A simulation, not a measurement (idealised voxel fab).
process module | voxel double patterning
cross-section cut | 235 nm wide | cells 5 nm
A cross-section is a grid of square cells, given in bands from the top down. A band is one or more rows of cells.
Each band's line starts with the height of the band's top and of its bottom, in nm. Then come its materials from left to right, each with its width in nm. One material with "throughout" fills the band from edge to edge. "air" is empty space.
Height 0 is the level under which the wafer as received is all one material. The lowest band goes on downwards, as in "0 down".
A width such as "30 to 40" changes by the same amount from each row of cells to the next, from the band's top row to its bottom row.
"no change" after a step means that no cell of the cross-section changed.
closed voids: empty space of 8 cells or more with no open way to the top, each as width x height at its distance from the left edge, in nm
after a step's settings: what the simulator itself notes on the step
overlay nm, on a step with a mask: how far to the right of its planned place the mask lay; to the left if negative
plan
1 op RECEIVE | material Si
2 op CONFORMAL_DEP | material SiO2 | thk nm 10
3 op DIRECTIONAL_DEP | material W | thk nm 15
4 op DIRECTIONAL_DEP | material SiN | thk nm 5
5 op PATTERN | tone open | mask id FIRST | material resist | width nm 15 | pitch nm 50 | thk nm 20 | overlay nm 0
6 op DIRECTIONAL_ETCH | etch materials SiN | depth nm 5
7 op STRIP | etch materials resist
8 op MASKED_ETCH | tone open | mask id SECOND | width nm 15 | etch materials SiN | depth nm 5 | overlay nm 0
9 op DIRECTIONAL_ETCH | etch materials W | depth nm 15
10 op STRIP | etch materials SiN
as received, after step 1
  0 down: Si throughout
  closed voids: none
a wafer at the end: this start, this plan, one mistake
  25 to 15: SiO2 throughout
  15 to 0: W throughout
  0 down: Si throughout
  closed voids: none
what went wrong: steps 2 and 3 were swapped
